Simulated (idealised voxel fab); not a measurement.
process module | voxel capacitor over wiring
cross-section cut | 255 nm wide | cells 5 nm
A cross-section is a grid of square cells, given in bands from the top down. A band is one or more rows of cells.
Each band's line starts with the height of the band's top and of its bottom, in nm. Then come its materials from left to right, each with its width in nm. One material with "throughout" fills the band from edge to edge. "air" is empty space.
Height 0 is the level under which the wafer as received is all one material. The lowest band goes on downwards, as in "0 down".
A width such as "30 to 40" changes by the same amount from each row of cells to the next, from the band's top row to its bottom row.
"no change" after a step means that no cell of the cross-section changed.
closed voids: empty space of 8 cells or more with no open way to the top, each as width x height at its distance from the left edge, in nm
after a step's settings: what the simulator itself notes on the step
overlay nm, on a step with a mask: how far to the right of its planned place the mask lay; to the left if negative
plan
1 op RECEIVE | material Si
2 op CONFORMAL_DEP | material SiO2 | thk nm 10
3 op CONFORMAL_DEP | material SiCN | thk nm 5
4 op DIRECTIONAL_DEP | material SiO2 | thk nm 20
5 op PATTERN | tone open | mask id METAL_1 | material resist | width nm 30 | pitch nm 95 | thk nm 20 | overlay nm 0
6 op DIRECTIONAL_ETCH | etch materials SiO2 | depth nm 20
7 op DIRECTIONAL_ETCH | etch materials SiCN | depth nm 5
8 op STRIP | etch materials resist
9 op CONFORMAL_DEP | material TiN | thk nm 5
10 op FILL_DEP | material Ru | thk nm 5
11 op CMP | height nm 35
12 op CONFORMAL_DEP | material SiCN | thk nm 5
13 op DIRECTIONAL_DEP | material SiO2 | thk nm 15
14 op PATTERN | tone open | mask id PLUG_1 | material resist | width nm 15 | thk nm 20 | overlay nm 0
15 op DIRECTIONAL_ETCH | etch materials SiO2 | depth nm 15
16 op DIRECTIONAL_ETCH | etch materials SiCN | depth nm 5
17 op STRIP | etch materials resist
18 op EPI | material Ru | thk nm 10
19 op EPI | material Ru | thk nm 10
20 op DIRECTIONAL_DEP | material TiN | thk nm 10
21 op DIRECTIONAL_DEP | material HfO2 | thk nm 5
22 op DIRECTIONAL_DEP | material TiN | thk nm 10
23 op MASKED_ETCH | tone cover | mask id UPPER_PLATE | width nm 70 | etch materials TiN | depth nm 10 | overlay nm 0
24 op MASKED_ETCH | tone cover | mask id UPPER_PLATE | width nm 70 | etch materials HfO2 | depth nm 5 | overlay nm 0
25 op DIRECTIONAL_DEP | material aC | thk nm 15
26 op PATTERN | tone cover | mask id LOWER_PLATE | material resist | width nm 80 | thk nm 35 | overlay nm 0
27 op DIRECTIONAL_ETCH | etch materials aC | depth nm 15
28 op STRIP | etch materials resist
29 op DIRECTIONAL_ETCH | etch materials TiN | depth nm 10
30 op STRIP | etch materials aC
31 op FILL_DEP | material SiO2 | thk nm 15
32 op CMP | height nm 90
33 op DIRECTIONAL_DEP | material aC | thk nm 15
34 op PATTERN | tone open | mask id PLUG_2 | material resist | width nm 15 | thk nm 30 | overlay nm 0
35 op DIRECTIONAL_ETCH | etch materials aC | depth nm 15
36 op STRIP | etch materials resist
37 op DIRECTIONAL_ETCH | etch materials SiO2 | depth nm 10
38 op STRIP | etch materials aC
39 op CONFORMAL_DEP | material TiN | thk nm 5
40 op FILL_DEP | material W | thk nm 10
41 op CMP | height nm 90
42 op CONFORMAL_DEP | material SiN | thk nm 5
first wafer, as planned
as received, after step 1
  0 down: Si throughout
  closed voids: none
after step 2
  10 to 0: SiO2 throughout
  below 0: unchanged
after step 3
  15 to 10: SiCN throughout
  below 10: unchanged
after step 4
  35 to 15: SiO2 throughout
  below 15: unchanged
after step 5
  55 to 35: resist 65 | air 30 | resist 65 | air 30 | resist 65
  below 35: unchanged
after step 6
  55 to 35: resist 65 | air 30 | resist 65 | air 30 | resist 65
  35 to 15: SiO2 65 | air 30 | SiO2 65 | air 30 | SiO2 65
  below 15: unchanged
after step 7
  55 to 35: resist 65 | air 30 | resist 65 | air 30 | resist 65
  35 to 15: SiO2 65 | air 30 | SiO2 65 | air 30 | SiO2 65
  15 to 10: SiCN 65 | air 30 | SiCN 65 | air 30 | SiCN 65
  below 10: unchanged
after step 8
  35 to 15: SiO2 65 | air 30 | SiO2 65 | air 30 | SiO2 65
  below 15: unchanged
after step 9
  40 to 35: TiN 70 | air 20 | TiN 75 | air 20 | TiN 70
  35 to 15: SiO2 65 | TiN 5 | air 20 | TiN 5 | SiO2 65 | TiN 5 | air 20 | TiN 5 | SiO2 65
  15 to 10: SiCN 65 | TiN 30 | SiCN 65 | TiN 30 | SiCN 65
  below 10: unchanged
after step 10
  45 to 40: Ru throughout
  40 to 35: TiN 70 | Ru 20 | TiN 75 | Ru 20 | TiN 70
  35 to 15: SiO2 65 | TiN 5 | Ru 20 | TiN 5 | SiO2 65 | TiN 5 | Ru 20 | TiN 5 | SiO2 65
  below 15: unchanged
after step 11
  35 to 15: SiO2 65 | TiN 5 | Ru 20 | TiN 5 | SiO2 65 | TiN 5 | Ru 20 | TiN 5 | SiO2 65
  below 15: unchanged
after step 12
  40 to 35: SiCN throughout
  below 35: unchanged
after step 13
  55 to 40: SiO2 throughout
  below 40: unchanged
after step 14
  75 to 55: resist 80 | air 15 | resist 160
  below 55: unchanged
after step 15
  75 to 55: resist 80 | air 15 | resist 160
  55 to 40: SiO2 80 | air 15 | SiO2 160
  below 40: unchanged
after step 16
  75 to 55: resist 80 | air 15 | resist 160
  55 to 40: SiO2 80 | air 15 | SiO2 160
  40 to 35: SiCN 80 | air 15 | SiCN 160
  below 35: unchanged
after step 17
  55 to 40: SiO2 80 | air 15 | SiO2 160
  below 40: unchanged
after step 18
  55 to 45: SiO2 80 | air 15 | SiO2 160
  45 to 40: SiO2 80 | Ru 15 | SiO2 160
  40 to 35: SiCN 80 | Ru 15 | SiCN 160
  below 35: unchanged
after step 19
  55 to 40: SiO2 80 | Ru 15 | SiO2 160
  below 40: unchanged
after step 20
  65 to 55: TiN throughout
  below 55: unchanged
after step 21
  70 to 65: HfO2 throughout
  below 65: unchanged
after step 22
  80 to 70: TiN throughout
  below 70: unchanged
after step 23
  80 to 70: air 80 | TiN 70 | air 105
  below 70: unchanged
after step 24
  80 to 70: air 80 | TiN 70 | air 105
  70 to 65: air 80 | HfO2 70 | air 105
  below 65: unchanged
after step 25
  95 to 80: air 80 | aC 70 | air 105
  80 to 70: aC 80 | TiN 70 | aC 105
  70 to 65: aC 80 | HfO2 70 | aC 105
  below 65: unchanged
after step 26
  130 to 95: air 75 | resist 80 | air 100
  95 to 80: air 75 | resist 5 | aC 70 | resist 5 | air 100
  below 80: unchanged
after step 27
  115 to 95: air 75 | resist 80 | air 100
  95 to 80: air 75 | resist 5 | aC 70 | resist 5 | air 100
  80 to 70: air 75 | aC 5 | TiN 70 | aC 5 | air 100
  70 to 65: air 75 | aC 5 | HfO2 70 | aC 5 | air 100
  below 65: unchanged
after step 28
  95 to 80: air 80 | aC 70 | air 105
  below 80: unchanged
after step 29
  95 to 80: air 80 | aC 70 | air 105
  80 to 70: air 75 | aC 5 | TiN 70 | aC 5 | air 100
  70 to 65: air 75 | aC 5 | HfO2 70 | aC 5 | air 100
  65 to 55: air 75 | TiN 80 | air 100
  below 55: unchanged
after step 30
  80 to 70: air 80 | TiN 70 | air 105
  70 to 65: air 80 | HfO2 70 | air 105
  below 65: unchanged
after step 31
  95 to 80: SiO2 throughout
  80 to 70: SiO2 80 | TiN 70 | SiO2 105
  70 to 65: SiO2 80 | HfO2 70 | SiO2 105
  65 to 55: SiO2 75 | TiN 80 | SiO2 100
  below 55: unchanged
after step 32
  90 to 80: SiO2 throughout
  below 80: unchanged
after step 33
  105 to 90: aC throughout
  below 90: unchanged
after step 34
  135 to 105: resist 90 | air 15 | resist 150
  below 105: unchanged
after step 35
  120 to 105: resist 90 | air 15 | resist 150
  105 to 90: aC 90 | air 15 | aC 150
  below 90: unchanged
after step 36
  105 to 90: aC 90 | air 15 | aC 150
  below 90: unchanged
after step 37
  105 to 90: aC 90 | air 15 | aC 150
  90 to 80: SiO2 90 | air 15 | SiO2 150
  below 80: unchanged
after step 38
  90 to 80: SiO2 90 | air 15 | SiO2 150
  below 80: unchanged
after step 39
  95 to 90: TiN 95 | air 5 | TiN 155
  90 to 85: SiO2 90 | TiN 5 | air 5 | TiN 5 | SiO2 150
  85 to 80: SiO2 90 | TiN 15 | SiO2 150
  below 80: unchanged
after step 40
  105 to 95: W throughout
  95 to 90: TiN 95 | W 5 | TiN 155
  90 to 85: SiO2 90 | TiN 5 | W 5 | TiN 5 | SiO2 150
  below 85: unchanged
after step 41
  90 to 85: SiO2 90 | TiN 5 | W 5 | TiN 5 | SiO2 150
  below 85: unchanged
after step 42
  95 to 90: SiN throughout
  below 90: unchanged
second wafer: like start, like plan, one mistake. Through step 40 it matches the first wafer
when step 41 should have ended: no change
when step 42 should have ended
  110 to 105: SiN throughout
  below 105: unchanged
what went wrong: step 41 was left out
at the end the second wafer has, in cells: 50 more of TiN | 103 more of W
